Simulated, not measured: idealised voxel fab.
Presented below is a process module, voxel wiring stack.
We display cut, a cross-section 225 nm in width whose square cells are each 5 nm.
Cross-section format: a grid of square cells, given as bands from top to bottom; each band is one or more rows of cells.
Heights first: top, then bottom, in nm. Then materials, left to right, each with a width in nm. "throughout" on a single material: fills the band edge to edge. "air": empty space.
The level at which height equals 0 is the one under which the wafer, as it arrives, is entirely one material. No lower edge exists for the bottom band, which continues downward and is notated as in "0..down".
When a width is written as two numbers, as in "30->40", the first number is the width in the top row of cells of the band and the second is the width in its bottom row, and the width changes by the same amount from each row to the next.
A step reported as "left unchanged" is a step in which no cell of the cross-section changed.
"Sealed void inventory" lists enclosed empty spaces (at least 8 cells, no open path upward to the top), each as width x height at distance from the left edge, in nm.
Past the settings on a step's line: simulator remark, on that step.
overlay nm: mask offset rightward from planned place, masked step; negative means leftward offset.
Layout of what follows: cross-section pairs, each bracketing one process step, the after cross-section shown only to the lowest band that changed, the step between and its settings noted under each pair. Pairs may originate in different runs of this module on the same starting wafer; a pair continues from the pair above only where its entry headed "Incoming profile" says so.
### Incoming profile
	35..30 = 80 TiN  20 air  30 TiN  20 air  75 TiN
	30..15 = 75 SiO2  5 TiN  20 air  5 TiN  20 SiO2  5 TiN  20 air  5 TiN  70 SiO2
	15..10 = 75 SiCN  30 TiN  20 SiCN  30 TiN  70 SiCN
	10..0 = SiO2 throughout
	0..down = Si throughout
	Sealed void inventory: none
### Post-Process View
	45..35 = Cu throughout
	35..30 = 80 TiN  20 Cu  30 TiN  20 Cu  75 TiN
	30..15 = 75 SiO2  5 TiN  20 Cu  5 TiN  20 SiO2  5 TiN  20 Cu  5 TiN  70 SiO2
	For the remainder of the cross-section, below 15, there is no change.
	Sealed void inventory: none
Which process step falls between the two cross-sections above? FILL_DEP (material Cu; thk nm 10)
Incoming profile: For the state before this step, see the after cross-section of the pair located directly above.
### Post-Process View
	30..15 = 75 SiO2  5 TiN  20 Cu  5 TiN  20 SiO2  5 TiN  20 Cu  5 TiN  70 SiO2
	For the remainder of the cross-section, below 15, there is no change.
	Sealed void inventory: none
Which process step falls between the two cross-sections above? CMP (height nm 30)
Incoming profile: For the state before this step, see the after cross-section of the pair located directly above.
### Post-Process View
	35..30 = SiCN throughout
	For the remainder of the cross-section, below 30, there is no change.
	Sealed void inventory: none
Which process step falls between the two cross-sections above? CONFORMAL_DEP (material SiCN; thk nm 5)
Incoming profile: For the state before this step, see the after cross-section of the pair located directly above.
### Post-Process View
	50..35 = lowk throughout
	For the remainder of the cross-section, below 35, there is no change.
	Sealed void inventory: none
Which process step falls between the two cross-sections above? DIRECTIONAL_DEP (material lowk; thk nm 15)
Incoming profile: For the state before this step, see the after cross-section of the pair located directly above.
### Post-Process View
	50..35 = 75 lowk  15 air  35 lowk  15 air  85 lowk
	For the remainder of the cross-section, below 35, there is no change.
	Sealed void inventory: none
Which process step falls between the two cross-sections above? MASKED_ETCH (tone open; mask id PLUG_1; width nm 15; pitch nm 50; etch materials lowk; depth nm 15; overlay nm 0)
Incoming profile: For the state before this step, see the after cross-section of the pair located directly above.
### Post-Process View
	50..35 = 75 lowk  15 air  35 lowk  15 air  85 lowk
	35..30 = 75 SiCN  15 air  35 SiCN  15 air  85 SiCN
	For the remainder of the cross-section, below 30, there is no change.
	Sealed void inventory: none
Which process step falls between the two cross-sections above? MASKED_ETCH (tone open; mask id PLUG_1; width nm 15; pitch nm 50; etch materials SiCN; depth nm 5; overlay nm 0)
Incoming profile: For the state before this step, see the after cross-section of the pair located directly above.
### Post-Process View
	55..50 = 80 TiN  5 air  45 TiN  5 air  90 TiN
	50..35 = 75 lowk  5 TiN  5 air  5 TiN  35 lowk  5 TiN  5 air  5 TiN  85 lowk
	35..30 = 75 SiCN  15 TiN  35 SiCN  15 TiN  85 SiCN
	For the remainder of the cross-section, below 30, there is no change.
	Sealed void inventory: none
Which process step falls between the two cross-sections above? CONFORMAL_DEP (material TiN; thk nm 5)
Incoming profile: For the state before this step, see the after cross-section of the pair located directly above.
### Post-Process View
	65..55 = Ru throughout
	55..50 = 80 TiN  5 Ru  45 TiN  5 Ru  90 TiN
	50..35 = 75 lowk  5 TiN  5 Ru  5 TiN  35 lowk  5 TiN  5 Ru  5 TiN  85 lowk
	For the remainder of the cross-section, below 35, there is no change.
	Sealed void inventory: none
Which process step falls between the two cross-sections above? FILL_DEP (material Ru; thk nm 10)
Incoming profile: For the state before this step, see the after cross-section of the pair located directly above.
### Post-Process View
	50..35 = 75 lowk  5 TiN  5 Ru  5 TiN  35 lowk  5 TiN  5 Ru  5 TiN  85 lowk
	For the remainder of the cross-section, below 35, there is no change.
	Sealed void inventory: none
Which process step falls between the two cross-sections above? CMP (height nm 50)
Incoming profile: For the state before this step, see the after cross-section of the pair located directly above.
### Post-Process View
	55..50 = TiN throughout
	For the remainder of the cross-section, below 50, there is no change.
	Sealed void inventory: none
Which process step falls between the two cross-sections above? DIRECTIONAL_DEP (material TiN; thk nm 5)
Incoming profile: For the state before this step, see the after cross-section of the pair located directly above.
### Post-Process View
	70..55 = W throughout
	For the remainder of the cross-section, below 55, there is no change.
	Sealed void inventory: none
Which process step falls between the two cross-sections above? DIRECTIONAL_DEP (material W; thk nm 15)
Incoming profile: For the state before this step, see the after cross-section of the pair located directly above.
### Post-Process View
	90..70 = 75 air  25 resist  25 air  25 resist  75 air
	For the remainder of the cross-section, below 70, there is no change.
	Sealed void inventory: none
Which process step falls between the two cross-sections above? PATTERN (tone cover; mask id METAL_2; material resist; width nm 25; pitch nm 50; thk nm 20; overlay nm 0)
Incoming profile: For the state before this step, see the after cross-section of the pair located directly above.
### Post-Process View
	90..70 = 75 air  25 resist  25 air  25 resist  75 air
	70..55 = 75 air  25 W  25 air  25 W  75 air
	For the remainder of the cross-section, below 55, there is no change.
	Sealed void inventory: none
Which process step falls between the two cross-sections above? DIRECTIONAL_ETCH (etch materials W; depth nm 15)
Incoming profile: For the state before this step, see the after cross-section of the pair located directly above.
### Post-Process View
	90..70 = 75 air  25 resist  25 air  25 resist  75 air
	70..55 = 75 air  25 W  25 air  25 W  75 air
	55..50 = 75 air  25 TiN  25 air  25 TiN  75 air
	For the remainder of the cross-section, below 50, there is no change.
	Sealed void inventory: none
Which process step falls between the two cross-sections above? DIRECTIONAL_ETCH (etch materials TiN; depth nm 5)
Incoming profile: For the state before this step, see the after cross-section of the pair located directly above.
### Post-Process View
	70..55 = 75 air  25 W  25 air  25 W  75 air
	For the remainder of the cross-section, below 55, there is no change.
	Sealed void inventory: none
Which process step falls between the two cross-sections above? STRIP (etch materials resist)
Incoming profile: For the state before this step, see the after cross-section of the pair located directly above.
### Post-Process View
	75..70 = 70 air  35 SiN  15 air  35 SiN  70 air
	70..55 = 70 air  5 SiN  25 W  5 SiN  15 air  5 SiN  25 W  5 SiN  70 air
	55..50 = 75 SiN  25 TiN  25 SiN  25 TiN  75 SiN
	For the remainder of the cross-section, below 50, there is no change.
	Sealed void inventory: none
Which process step falls between the two cross-sections above? CONFORMAL_DEP (material SiN; thk nm 5)
Incoming profile: For the state before this step, see the after cross-section of the pair located directly above.
### Post-Process View
	80..75 = lowk throughout
	75..70 = 70 lowk  35 SiN  15 lowk  35 SiN  70 lowk
	70..55 = 70 lowk  5 SiN  25 W  5 SiN  15 lowk  5 SiN  25 W  5 SiN  70 lowk
	For the remainder of the cross-section, below 55, there is no change.
	Sealed void inventory: none
Which process step falls between the two cross-sections above? FILL_DEP (material lowk; thk nm 5)
Incoming profile: For the state before this step, see the after cross-section of the pair located directly above.
### Post-Process View
	70..55 = 70 lowk  5 SiN  25 W  5 SiN  15 lowk  5 SiN  25 W  5 SiN  70 lowk
	For the remainder of the cross-section, below 55, there is no change.
	Sealed void inventory: none
Which process step falls between the two cross-sections above? CMP (height nm 70)
Incoming profile: For the state before this step, see the after cross-section of the pair located directly above.
### Post-Process View
	75..70 = SiCN throughout
	For the remainder of the cross-section, below 70, there is no change.
	Sealed void inventory: none
Which process step falls between the two cross-sections above? CONFORMAL_DEP (material SiCN; thk nm 5)
### Incoming profile
	70..55 = W throughout
	55..50 = TiN throughout
	50..35 = 75 lowk  5 TiN  5 Ru  5 TiN  35 lowk  5 TiN  5 Ru  5 TiN  85 lowk
	35..30 = 75 SiCN  15 TiN  35 SiCN  15 TiN  85 SiCN
	30..15 = 75 SiO2  5 TiN  15 Cu  5 TiN  25 SiO2  5 TiN  15 Cu  5 TiN  75 SiO2
	15..10 = 75 SiCN  25 TiN  25 SiCN  25 TiN  75 SiCN
	10..0 = SiO2 throughout
	0..down = Si throughout
	Sealed void inventory: none
### Post-Process View
	90..70 = 85 air  25 resist  25 air  25 resist  65 air
	For the remainder of the cross-section, below 70, there is no change.
	Sealed void inventory: none
Which process step falls between the two cross-sections above? PATTERN (tone cover; mask id METAL_2; material resist; width nm 25; pitch nm 50; thk nm 20; overlay nm 10)
Incoming profile: For the state before this step, see the after cross-section of the pair located directly above.
### Post-Process View
	90..70 = 85 air  25 resist  25 air  25 resist  65 air
	70..55 = 85 air  25 W  25 air  25 W  65 air
	For the remainder of the cross-section, below 55, there is no change.
	Sealed void inventory: none
Which process step falls between the two cross-sections above? DIRECTIONAL_ETCH (etch materials W; depth nm 15)
Incoming profile: For the state before this step, see the after cross-section of the pair located directly above.
### Post-Process View
	90..70 = 85 air  25 resist  25 air  25 resist  65 air
	70..55 = 85 air  25 W  25 air  25 W  65 air
	55..50 = 85 air  25 TiN  25 air  25 TiN  65 air
	For the remainder of the cross-section, below 50, there is no change.
	Sealed void inventory: none
Which process step falls between the two cross-sections above? DIRECTIONAL_ETCH (etch materials TiN; depth nm 5)
Incoming profile: For the state before this step, see the after cross-section of the pair located directly above.
### Post-Process View
	70..55 = 85 air  25 W  25 air  25 W  65 air
	For the remainder of the cross-section, below 55, there is no change.
	Sealed void inventory: none
Which process step falls between the two cross-sections above? STRIP (etch materials resist)
Incoming profile: For the state before this step, see the after cross-section of the pair located directly above.
### Post-Process View
	75..70 = 80 air  35 SiN  15 air  35 SiN  60 air
	70..55 = 80 air  5 SiN  25 W  5 SiN  15 air  5 SiN  25 W  5 SiN  60 air
	55..50 = 85 SiN  25 TiN  25 SiN  25 TiN  65 SiN
	For the remainder of the cross-section, below 50, there is no change.
	Sealed void inventory: none
Which process step falls between the two cross-sections above? CONFORMAL_DEP (material SiN; thk nm 5)
Incoming profile: For the state before this step, see the after cross-section of the pair located directly above.
### Post-Process View
	80..75 = lowk throughout
	75..70 = 80 lowk  35 SiN  15 lowk  35 SiN  60 lowk
	70..55 = 80 lowk  5 SiN  25 W  5 SiN  15 lowk  5 SiN  25 W  5 SiN  60 lowk
	For the remainder of the cross-section, below 55, there is no change.
	Sealed void inventory: none
Which process step falls between the two cross-sections above? FILL_DEP (material lowk; thk nm 5)
Incoming profile: For the state before this step, see the after cross-section of the pair located directly above.
### Post-Process View
	70..55 = 80 lowk  5 SiN  25 W  5 SiN  15 lowk  5 SiN  25 W  5 SiN  60 lowk
	For the remainder of the cross-section, below 55, there is no change.
	Sealed void inventory: none
Which process step falls between the two cross-sections above? CMP (height nm 70)
Incoming profile: For the state before this step, see the after cross-section of the pair located directly above.
### Post-Process View
	75..70 = SiCN throughout
	For the remainder of the cross-section, below 70, there is no change.
	Sealed void inventory: none
Which process step falls between the two cross-sections above? CONFORMAL_DEP (material SiCN; thk nm 5)
### Incoming profile
	70..55 = 70 lowk  5 SiN  25 W  5 SiN  15 lowk  5 SiN  25 W  5 SiN  70 lowk
	55..50 = 75 SiN  25 TiN  25 SiN  25 TiN  75 SiN
	50..35 = 75 lowk  5 TiN  5 Ru  5 TiN  35 lowk  5 TiN  5 Ru  5 TiN  85 lowk
	35..30 = 75 SiCN  15 TiN  35 SiCN  15 TiN  85 SiCN
	30..15 = 75 SiO2  5 TiN  15 Cu  5 TiN  25 SiO2  5 TiN  15 Cu  5 TiN  75 SiO2
	15..10 = 75 SiCN  25 TiN  25 SiCN  25 TiN  75 SiCN
	10..0 = SiO2 throughout
	0..down = Si throughout
	Sealed void inventory: none
### Post-Process View
	75..70 = aC throughout
	For the remainder of the cross-section, below 70, there is no change.
	Sealed void inventory: none
Which process step falls between the two cross-sections above? CONFORMAL_DEP (material aC; thk nm 5)
### Incoming profile
	70..55 = W throughout
	55..50 = TiN throughout
	50..35 = 75 lowk  5 TiN  5 Ru  5 TiN  35 lowk  5 TiN  5 Ru  5 TiN  85 lowk
	35..30 = 75 SiCN  15 TiN  35 SiCN  15 TiN  85 SiCN
	30..15 = 75 SiO2  5 TiN  15 Cu  5 TiN  25 SiO2  5 TiN  15 Cu  5 TiN  75 SiO2
	15..10 = 75 SiCN  25 TiN  25 SiCN  25 TiN  75 SiCN
	10..0 = SiO2 throughout
	0..down = Si throughout
	Sealed void inventory: none
### Post-Process View
	90..70 = 75 resist  25 air  25 resist  25 air  75 resist
	For the remainder of the cross-section, below 70, there is no change.
	Sealed void inventory: none
Which process step falls between the two cross-sections above? PATTERN (tone open; mask id METAL_2; material resist; width nm 25; pitch nm 50; thk nm 20; overlay nm 0)
Incoming profile: For the state before this step, see the after cross-section of the pair located directly above.
### Post-Process View
	90..70 = 75 resist  25 air  25 resist  25 air  75 resist
	70..55 = 75 W  25 air  25 W  25 air  75 W
	For the remainder of the cross-section, below 55, there is no change.
	Sealed void inventory: none
Which process step falls between the two cross-sections above? DIRECTIONAL_ETCH (etch materials W; depth nm 15)
Incoming profile: For the state before this step, see the after cross-section of the pair located directly above.
### Post-Process View
	90..70 = 75 resist  25 air  25 resist  25 air  75 resist
	70..55 = 75 W  25 air  25 W  25 air  75 W
	55..50 = 75 TiN  25 air  25 TiN  25 air  75 TiN
	For the remainder of the cross-section, below 50, there is no change.
	Sealed void inventory: none
Which process step falls between the two cross-sections above? DIRECTIONAL_ETCH (etch materials TiN; depth nm 5)
Incoming profile: For the state before this step, see the after cross-section of the pair located directly above.
### Post-Process View
	70..55 = 75 W  25 air  25 W  25 air  75 W
	For the remainder of the cross-section, below 55, there is no change.
	Sealed void inventory: none
Which process step falls between the two cross-sections above? STRIP (etch materials resist)
Incoming profile: For the state before this step, see the after cross-section of the pair located directly above.
### Post-Process View
	75..70 = 80 SiN  15 air  35 SiN  15 air  80 SiN
	70..55 = 75 W  5 SiN  15 air  5 SiN  25 W  5 SiN  15 air  5 SiN  75 W
	55..50 = 75 TiN  25 SiN  25 TiN  25 SiN  75 TiN
	For the remainder of the cross-section, below 50, there is no change.
	Sealed void inventory: none
Which process step falls between the two cross-sections above? CONFORMAL_DEP (material SiN; thk nm 5)
Incoming profile: For the state before this step, see the after cross-section of the pair located directly above.
### Post-Process View
	80..75 = lowk throughout
	75..70 = 80 SiN  15 lowk  35 SiN  15 lowk  80 SiN
	70..55 = 75 W  5 SiN  15 lowk  5 SiN  25 W  5 SiN  15 lowk  5 SiN  75 W
	For the remainder of the cross-section, below 55, there is no change.
	Sealed void inventory: none
Which process step falls between the two cross-sections above? FILL_DEP (material lowk; thk nm 5)
Incoming profile: For the state before this step, see the after cross-section of the pair located directly above.
### Post-Process View
	70..55 = 75 W  5 SiN  15 lowk  5 SiN  25 W  5 SiN  15 lowk  5 SiN  75 W
	For the remainder of the cross-section, below 55, there is no change.
	Sealed void inventory: none
Which process step falls between the two cross-sections above? CMP (height nm 70)
Incoming profile: For the state before this step, see the after cross-section of the pair located directly above.
### Post-Process View
	75..70 = SiCN throughout
	For the remainder of the cross-section, below 70, there is no change.
	Sealed void inventory: none
Which process step falls between the two cross-sections above? CONFORMAL_DEP (material SiCN; thk nm 5)
